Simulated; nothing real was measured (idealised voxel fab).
A process module follows: voxel wiring stack.
The cross-section on display is named cut; it measures 240 nm wide, and its cells are 5 nm squares.
This document writes a cross-section as a grid whose cells are square, and gives it as bands, listed from the top down; one or more rows of cells form a band.
In this notation a band is specified by the heights of its top and bottom, in that order and in nm, after which its materials appear from left to right, each paired with its width in nm. The word "all across" attached to a single material means that material fills the band from edge to edge; the word "air" stands for empty space.
All heights in this document are referenced to 0, defined as the level beneath which the wafer, as received, consists entirely of one material. The lowest band is not bounded below; it extends indefinitely downward and is written in the form "0 -> down".
The width entry "30->40" should be interpreted row by row: the top row of cells in the band takes the first number, the bottom row takes the second number, and the change between adjacent rows is uniform throughout.
The cross-section has no changed cell in any step marked "remains unaltered".
"closed voids": empty spaces of 8 cells or more with no open way to the top, each given as width x height at distance, distance from the left edge, all in nm.
Step line, after settings: the simulator's comment on this step.
Regarding "overlay nm": on a step with a mask, it is the distance the mask lay to the right of its planned place; a negative value places it to the left.

# Planned process steps
step 1: RECEIVE [material Si]
step 2: CONFORMAL_DEP [material SiO2] [thk nm 15]
step 3: CONFORMAL_DEP [material SiN] [thk nm 5]
step 4: DIRECTIONAL_DEP [material lowk] [thk nm 20]
step 5: MASKED_ETCH [tone open] [mask id METAL_1] [width nm 30] [pitch nm 50] [etch materials lowk] [depth nm 20] [overlay nm 0]
step 6: MASKED_ETCH [tone open] [mask id METAL_1] [width nm 30] [pitch nm 50] [etch materials SiN] [depth nm 5] [overlay nm 0]
step 7: CONFORMAL_DEP [material TiN] [thk nm 5]
step 8: FILL_DEP [material Cu] [thk nm 5]
step 9: CMP [height nm 40]
step 10: CONFORMAL_DEP [material SiCN] [thk nm 5]
step 11: DIRECTIONAL_DEP [material SiO2] [thk nm 35]
step 12: DIRECTIONAL_DEP [material aC] [thk nm 15]
step 13: PATTERN [tone open] [mask id METAL_2] [material resist] [width nm 30] [pitch nm 50] [thk nm 35] [overlay nm 0]
step 14: DIRECTIONAL_ETCH [etch materials aC] [depth nm 15]
step 15: STRIP [etch materials resist]
step 16: DIRECTIONAL_ETCH [etch materials SiO2] [depth nm 20]
step 17: STRIP [etch materials aC]
step 18: MASKED_ETCH [tone open] [mask id METAL_2_HOLES] [width nm 15] [pitch nm 50] [etch materials SiO2] [depth nm 15] [overlay nm 0]
step 19: MASKED_ETCH [tone open] [mask id METAL_2_HOLES] [width nm 15] [pitch nm 50] [etch materials SiCN] [depth nm 5] [overlay nm 0]
step 20: CONFORMAL_DEP [material TiN] [thk nm 5]
step 21: FILL_DEP [material Cu] [thk nm 10]
step 22: CMP [height nm 80]
step 23: CONFORMAL_DEP [material SiCN] [thk nm 5]
step 24: DIRECTIONAL_DEP [material SiO2] [thk nm 30]
step 25: DIRECTIONAL_DEP [material aC] [thk nm 15]
step 26: PATTERN [tone open] [mask id METAL_3_HOLES] [material resist] [width nm 15] [thk nm 30] [overlay nm 0]
step 27: DIRECTIONAL_ETCH [etch materials aC] [depth nm 15]
step 28: STRIP [etch materials resist]
step 29: DIRECTIONAL_ETCH [etch materials SiO2] [depth nm 30]
step 30: STRIP [etch materials aC]
step 31: DIRECTIONAL_DEP [material aC] [thk nm 10]
step 32: PATTERN [tone open] [mask id METAL_3] [material resist] [width nm 30] [pitch nm 50] [thk nm 25] [overlay nm 0]
step 33: DIRECTIONAL_ETCH [etch materials aC] [depth nm 10]
step 34: STRIP [etch materials resist]
step 35: DIRECTIONAL_ETCH [etch materials SiO2] [depth nm 15]
step 36: DIRECTIONAL_ETCH [etch materials SiCN] [depth nm 5]
step 37: STRIP [etch materials aC]
step 38: CONFORMAL_DEP [material TiN] [thk nm 5]
step 39: FILL_DEP [material Cu] [thk nm 10]
step 40: CMP [height nm 115]
step 41: CONFORMAL_DEP [material SiCN] [thk nm 5]

# First of the two wafers, run per plan

# Cross-section: wafer on arrival = after step 1
  0 -> down | Si all across
  closed voids: none

# Once step 2 is through, the wafer looks like this in cross-section
  15 -> 0 | SiO2 all across
  Anything lower than 0 is untouched.

# Once step 3 is through, the wafer looks like this in cross-section
  20 -> 15 | SiN all across
  Anything lower than 15 is untouched.

# Once step 4 is through, the wafer looks like this in cross-section
  40 -> 20 | lowk all across
  Anything lower than 20 is untouched.

# Once step 5 is through, the wafer looks like this in cross-section
  40 -> 20 | lowk (80) / air (30) / lowk (20) / air (30) / lowk (80)
  Anything lower than 20 is untouched.

# Once step 6 is through, the wafer looks like this in cross-section
  40 -> 20 | lowk (80) / air (30) / lowk (20) / air (30) / lowk (80)
  20 -> 15 | SiN (80) / air (30) / SiN (20) / air (30) / SiN (80)
  Anything lower than 15 is untouched.

# Once step 7 is through, the wafer looks like this in cross-section
  45 -> 40 | TiN (85) / air (20) / TiN (30) / air (20) / TiN (85)
  40 -> 20 | lowk (80) / TiN (5) / air (20) / TiN (5) / lowk (20) / TiN (5) / air (20) / TiN (5) / lowk (80)
  20 -> 15 | SiN (80) / TiN (30) / SiN (20) / TiN (30) / SiN (80)
  Anything lower than 15 is untouched.

# Once step 8 is through, the wafer looks like this in cross-section
  50 -> 45 | Cu all across
  45 -> 40 | TiN (85) / Cu (20) / TiN (30) / Cu (20) / TiN (85)
  40 -> 20 | lowk (80) / TiN (5) / Cu (20) / TiN (5) / lowk (20) / TiN (5) / Cu (20) / TiN (5) / lowk (80)
  Anything lower than 20 is untouched.

# Once step 9 is through, the wafer looks like this in cross-section
  40 -> 20 | lowk (80) / TiN (5) / Cu (20) / TiN (5) / lowk (20) / TiN (5) / Cu (20) / TiN (5) / lowk (80)
  Anything lower than 20 is untouched.

# Once step 10 is through, the wafer looks like this in cross-section
  45 -> 40 | SiCN all across
  Anything lower than 40 is untouched.

# Once step 11 is through, the wafer looks like this in cross-section
  80 -> 45 | SiO2 all across
  Anything lower than 45 is untouched.

# Once step 12 is through, the wafer looks like this in cross-section
  95 -> 80 | aC all across
  Anything lower than 80 is untouched.

# Once step 13 is through, the wafer looks like this in cross-section
  130 -> 95 | resist (80) / air (30) / resist (20) / air (30) / resist (80)
  Anything lower than 95 is untouched.

# Once step 14 is through, the wafer looks like this in cross-section
  115 -> 95 | resist (80) / air (30) / resist (20) / air (30) / resist (80)
  95 -> 80 | aC (80) / air (30) / aC (20) / air (30) / aC (80)
  Anything lower than 80 is untouched.

# Once step 15 is through, the wafer looks like this in cross-section
  95 -> 80 | aC (80) / air (30) / aC (20) / air (30) / aC (80)
  Anything lower than 80 is untouched.

# Once step 16 is through, the wafer looks like this in cross-section
  95 -> 80 | aC (80) / air (30) / aC (20) / air (30) / aC (80)
  80 -> 60 | SiO2 (80) / air (30) / SiO2 (20) / air (30) / SiO2 (80)
  Anything lower than 60 is untouched.

# Once step 17 is through, the wafer looks like this in cross-section
  80 -> 60 | SiO2 (80) / air (30) / SiO2 (20) / air (30) / SiO2 (80)
  Anything lower than 60 is untouched.

# Once step 18 is through, the wafer looks like this in cross-section
  80 -> 60 | SiO2 (80) / air (30) / SiO2 (20) / air (30) / SiO2 (80)
  60 -> 45 | SiO2 (80) / air (15) / SiO2 (35) / air (15) / SiO2 (95)
  Anything lower than 45 is untouched.

# Once step 19 is through, the wafer looks like this in cross-section
  80 -> 60 | SiO2 (80) / air (30) / SiO2 (20) / air (30) / SiO2 (80)
  60 -> 45 | SiO2 (80) / air (15) / SiO2 (35) / air (15) / SiO2 (95)
  45 -> 40 | SiCN (80) / air (15) / SiCN (35) / air (15) / SiCN (95)
  Anything lower than 40 is untouched.

# Once step 20 is through, the wafer looks like this in cross-section
  85 -> 80 | TiN (85) / air (20) / TiN (30) / air (20) / TiN (85)
  80 -> 65 | SiO2 (80) / TiN (5) / air (20) / TiN (5) / SiO2 (20) / TiN (5) / air (20) / TiN (5) / SiO2 (80)
  65 -> 60 | SiO2 (80) / TiN (5) / air (5) / TiN (20) / SiO2 (20) / TiN (5) / air (5) / TiN (20) / SiO2 (80)
  60 -> 45 | SiO2 (80) / TiN (5) / air (5) / TiN (5) / SiO2 (35) / TiN (5) / air (5) / TiN (5) / SiO2 (95)
  45 -> 40 | SiCN (80) / TiN (15) / SiCN (35) / TiN (15) / SiCN (95)
  Anything lower than 40 is untouched.

# Once step 21 is through, the wafer looks like this in cross-section
  95 -> 85 | Cu all across
  85 -> 80 | TiN (85) / Cu (20) / TiN (30) / Cu (20) / TiN (85)
  80 -> 65 | SiO2 (80) / TiN (5) / Cu (20) / TiN (5) / SiO2 (20) / TiN (5) / Cu (20) / TiN (5) / SiO2 (80)
  65 -> 60 | SiO2 (80) / TiN (5) / Cu (5) / TiN (20) / SiO2 (20) / TiN (5) / Cu (5) / TiN (20) / SiO2 (80)
  60 -> 45 | SiO2 (80) / TiN (5) / Cu (5) / TiN (5) / SiO2 (35) / TiN (5) / Cu (5) / TiN (5) / SiO2 (95)
  Anything lower than 45 is untouched.

# Once step 22 is through, the wafer looks like this in cross-section
  80 -> 65 | SiO2 (80) / TiN (5) / Cu (20) / TiN (5) / SiO2 (20) / TiN (5) / Cu (20) / TiN (5) / SiO2 (80)
  Anything lower than 65 is untouched.

# Once step 23 is through, the wafer looks like this in cross-section
  85 -> 80 | SiCN all across
  Anything lower than 80 is untouched.

# Once step 24 is through, the wafer looks like this in cross-section
  115 -> 85 | SiO2 all across
  Anything lower than 85 is untouched.

# Once step 25 is through, the wafer looks like this in cross-section
  130 -> 115 | aC all across
  Anything lower than 115 is untouched.

# Once step 26 is through, the wafer looks like this in cross-section
  160 -> 130 | resist (80) / air (15) / resist (145)
  Anything lower than 130 is untouched.

# Once step 27 is through, the wafer looks like this in cross-section
  145 -> 130 | resist (80) / air (15) / resist (145)
  130 -> 115 | aC (80) / air (15) / aC (145)
  Anything lower than 115 is untouched.

# Once step 28 is through, the wafer looks like this in cross-section
  130 -> 115 | aC (80) / air (15) / aC (145)
  Anything lower than 115 is untouched.

# Once step 29 is through, the wafer looks like this in cross-section
  130 -> 115 | aC (80) / air (15) / aC (145)
  115 -> 85 | SiO2 (80) / air (15) / SiO2 (145)
  Anything lower than 85 is untouched.

# Once step 30 is through, the wafer looks like this in cross-section
  115 -> 85 | SiO2 (80) / air (15) / SiO2 (145)
  Anything lower than 85 is untouched.

# Once step 31 is through, the wafer looks like this in cross-section
  125 -> 115 | aC (80) / air (15) / aC (145)
  115 -> 95 | SiO2 (80) / air (15) / SiO2 (145)
  95 -> 85 | SiO2 (80) / aC (15) / SiO2 (145)
  Anything lower than 85 is untouched.

# Once step 32 is through, the wafer looks like this in cross-section
  150 -> 125 | resist (80) / air (30) / resist (20) / air (30) / resist (80)
  Anything lower than 125 is untouched.

# Once step 33 is through, the wafer looks like this in cross-section
  140 -> 125 | resist (80) / air (30) / resist (20) / air (30) / resist (80)
  125 -> 115 | aC (80) / air (30) / aC (20) / air (30) / aC (80)
  115 -> 85 | SiO2 (80) / air (15) / SiO2 (145)
  Anything lower than 85 is untouched.

# Once step 34 is through, the wafer looks like this in cross-section
  125 -> 115 | aC (80) / air (30) / aC (20) / air (30) / aC (80)
  Anything lower than 115 is untouched.

# Once step 35 is through, the wafer looks like this in cross-section
  125 -> 115 | aC (80) / air (30) / aC (20) / air (30) / aC (80)
  115 -> 100 | SiO2 (80) / air (30) / SiO2 (20) / air (30) / SiO2 (80)
  Anything lower than 100 is untouched.

# Once step 36 is through, the wafer looks like this in cross-section
  125 -> 115 | aC (80) / air (30) / aC (20) / air (30) / aC (80)
  115 -> 100 | SiO2 (80) / air (30) / SiO2 (20) / air (30) / SiO2 (80)
  100 -> 85 | SiO2 (80) / air (15) / SiO2 (145)
  85 -> 80 | SiCN (80) / air (15) / SiCN (145)
  Anything lower than 80 is untouched.

# Once step 37 is through, the wafer looks like this in cross-section
  115 -> 100 | SiO2 (80) / air (30) / SiO2 (20) / air (30) / SiO2 (80)
  Anything lower than 100 is untouched.

# Once step 38 is through, the wafer looks like this in cross-section
  120 -> 115 | TiN (85) / air (20) / TiN (30) / air (20) / TiN (85)
  115 -> 105 | SiO2 (80) / TiN (5) / air (20) / TiN (5) / SiO2 (20) / TiN (5) / air (20) / TiN (5) / SiO2 (80)
  105 -> 100 | SiO2 (80) / TiN (5) / air (5) / TiN (20) / SiO2 (20) / TiN (30) / SiO2 (80)
  100 -> 85 | SiO2 (80) / TiN (5) / air (5) / TiN (5) / SiO2 (145)
  85 -> 80 | SiCN (80) / TiN (15) / SiCN (145)
  Anything lower than 80 is untouched.

# Once step 39 is through, the wafer looks like this in cross-section
  130 -> 120 | Cu all across
  120 -> 115 | TiN (85) / Cu (20) / TiN (30) / Cu (20) / TiN (85)
  115 -> 105 | SiO2 (80) / TiN (5) / Cu (20) / TiN (5) / SiO2 (20) / TiN (5) / Cu (20) / TiN (5) / SiO2 (80)
  105 -> 100 | SiO2 (80) / TiN (5) / Cu (5) / TiN (20) / SiO2 (20) / TiN (30) / SiO2 (80)
  100 -> 85 | SiO2 (80) / TiN (5) / Cu (5) / TiN (5) / SiO2 (145)
  Anything lower than 85 is untouched.

# Once step 40 is through, the wafer looks like this in cross-section
  115 -> 105 | SiO2 (80) / TiN (5) / Cu (20) / TiN (5) / SiO2 (20) / TiN (5) / Cu (20) / TiN (5) / SiO2 (80)
  Anything lower than 105 is untouched.

# Once step 41 is through, the wafer looks like this in cross-section
  120 -> 115 | SiCN all across
  Anything lower than 115 is untouched.

# Wafer two: like wafer one in start and plan, but with one mistake in execution; identical up to and including step 25

# The second wafer cut through, at the time step 26 was supposed to be finished
  160 -> 130 | air (80) / resist (15) / air (145)
  Anything lower than 130 is untouched.

# The second wafer cut through, at the time step 27 was supposed to be finished
  145 -> 130 | air (80) / resist (15) / air (145)
  130 -> 115 | air (80) / aC (15) / air (145)
  Anything lower than 115 is untouched.

# The second wafer cut through, at the time step 28 was supposed to be finished
  130 -> 115 | air (80) / aC (15) / air (145)
  Anything lower than 115 is untouched.

# The second wafer cut through, at the time step 29 was supposed to be finished
  130 -> 115 | air (80) / aC (15) / air (145)
  115 -> 85 | air (80) / SiO2 (15) / air (145)
  Anything lower than 85 is untouched.

# The second wafer cut through, at the time step 30 was supposed to be finished
  115 -> 85 | air (80) / SiO2 (15) / air (145)
  Anything lower than 85 is untouched.

# The second wafer cut through, at the time step 31 was supposed to be finished
  125 -> 115 | air (80) / aC (15) / air (145)
  115 -> 95 | air (80) / SiO2 (15) / air (145)
  95 -> 85 | aC (80) / SiO2 (15) / aC (145)
  Anything lower than 85 is untouched.

# The second wafer cut through, at the time step 32 was supposed to be finished
  150 -> 125 | resist (80) / air (30) / resist (20) / air (30) / resist (80)
  125 -> 115 | resist (80) / aC (15) / air (15) / resist (20) / air (30) / resist (80)
  115 -> 95 | resist (80) / SiO2 (15) / air (15) / resist (20) / air (30) / resist (80)
  Anything lower than 95 is untouched.

# The second wafer cut through, at the time step 33 was supposed to be finished
  140 -> 115 | resist (80) / air (30) / resist (20) / air (30) / resist (80)
  115 -> 95 | resist (80) / SiO2 (15) / air (15) / resist (20) / air (30) / resist (80)
  95 -> 85 | aC (80) / SiO2 (15) / air (15) / aC (20) / air (30) / aC (80)
  Anything lower than 85 is untouched.

# The second wafer cut through, at the time step 34 was supposed to be finished
  115 -> 95 | air (80) / SiO2 (15) / air (145)
  Anything lower than 95 is untouched.

# The second wafer cut through, at the time step 35 was supposed to be finished
  100 -> 95 | air (80) / SiO2 (15) / air (145)
  Anything lower than 95 is untouched.

# The second wafer cut through, at the time step 36 was supposed to be finished
  100 -> 95 | air (80) / SiO2 (15) / air (145)
  95 -> 85 | aC (80) / SiO2 (15) / air (15) / aC (20) / air (30) / aC (80)
  85 -> 80 | SiCN (95) / air (15) / SiCN (20) / air (30) / SiCN (80)
  Anything lower than 80 is untouched.

# The second wafer cut through, at the time step 37 was supposed to be finished
  100 -> 85 | air (80) / SiO2 (15) / air (145)
  Anything lower than 85 is untouched.

# The second wafer cut through, at the time step 38 was supposed to be finished
  105 -> 100 | air (75) / TiN (25) / air (140)
  100 -> 90 | air (75) / TiN (5) / SiO2 (15) / TiN (5) / air (140)
  90 -> 85 | TiN (80) / SiO2 (15) / TiN (5) / air (5) / TiN (30) / air (20) / TiN (85)
  85 -> 80 | SiCN (95) / TiN (15) / SiCN (20) / TiN (30) / SiCN (80)
  Anything lower than 80 is untouched.

# The second wafer cut through, at the time step 39 was supposed to be finished
  115 -> 105 | Cu all across
  105 -> 100 | Cu (75) / TiN (25) / Cu (140)
  100 -> 90 | Cu (75) / TiN (5) / SiO2 (15) / TiN (5) / Cu (140)
  90 -> 85 | TiN (80) / SiO2 (15) / TiN (5) / Cu (5) / TiN (30) / Cu (20) / TiN (85)
  Anything lower than 85 is untouched.

The second wafer cut through, at the time step 40 was supposed to be finished: remains unaltered

# The second wafer cut through, at the time step 41 was supposed to be finished
  120 -> 115 | SiCN all across
  Anything lower than 115 is untouched.
The mistake made against the process plan was this: step 26, actual vs plan mismatch, actual run PATTERN [tone cover] [mask id METAL_3_HOLES] [material resist] [width nm 15] [thk nm 30] [overlay nm 0]
The final cell counts differ between the wafers, with the second having more or fewer of some materials than the first: 210 more of Cu | 6 fewer of SiCN | 234 fewer of SiO2 | 30 more of TiN
